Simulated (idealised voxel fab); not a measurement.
process module | voxel local oxidation
cross-section cut | 140 nm wide | cells 5 nm
A cross-section is a grid of square cells, given in bands from the top down. A band is one or more rows of cells.
Each band's line starts with the height of the band's top and of its bottom, in nm. Then come its materials from left to right, each with its width in nm. One material with "throughout" fills the band from edge to edge. "air" is empty space.
Height 0 is the level under which the wafer as received is all one material. The lowest band goes on downwards, as in "0 down".
A width such as "30 to 40" changes by the same amount from each row of cells to the next, from the band's top row to its bottom row.
"no change" after a step means that no cell of the cross-section changed.
closed voids: empty space of 8 cells or more with no open way to the top, each as width x height at its distance from the left edge, in nm
after a step's settings: what the simulator itself notes on the step
overlay nm, on a step with a mask: how far to the right of its planned place the mask lay; to the left if negative
plan
1 op RECEIVE | material Si
2 op OXIDIZE | depth nm 5
3 op CONFORMAL_DEP | material SiN | thk nm 10
4 op PATTERN | tone cover | mask id ACTIVE | material resist | width nm 95 | thk nm 15 | overlay nm 0
5 op DIRECTIONAL_ETCH | etch materials SiN | depth nm 10
6 op STRIP | etch materials resist
7 op SELECTIVE_ETCH | etch materials SiO2 | depth nm 5
8 op OXIDIZE | depth nm 10
9 op STRIP | etch materials SiN
first wafer, as planned
as received, after step 1
  0 down: Si throughout
  closed voids: none
after step 2
  0 to -5: SiO2 throughout
  below -5: unchanged
after step 3
  10 to 0: SiN throughout
  below 0: unchanged
after step 4
  25 to 10: air 20 | resist 95 | air 25
  below 10: unchanged
after step 5
  25 to 10: air 20 | resist 95 | air 25
  10 to 0: air 20 | SiN 95 | air 25
  below 0: unchanged
after step 6
  10 to 0: air 20 | SiN 95 | air 25
  below 0: unchanged
after step 7
  10 to 0: air 20 | SiN 95 | air 25
  0 to -5: air 25 | SiO2 85 | air 30
  below -5: unchanged
after step 8
  10 to 0: air 20 | SiN 95 | air 25
  0 to -5: air 25 | SiO2 85 | air 30
  -5 to -15: SiO2 35 | Si 65 | SiO2 40
  below -15: unchanged
after step 9
  0 to -5: air 25 | SiO2 85 | air 30
  below -5: unchanged
second wafer: like start, like plan, one mistake. Through step 8 it matches the first wafer
when step 9 should have ended
  -5 to -15: air 35 | Si 65 | air 40
  below -15: unchanged
what went wrong: step 9 ran as: op STRIP | etch materials SiO2
at the end the second wafer has, in cells: 47 fewer of SiO2
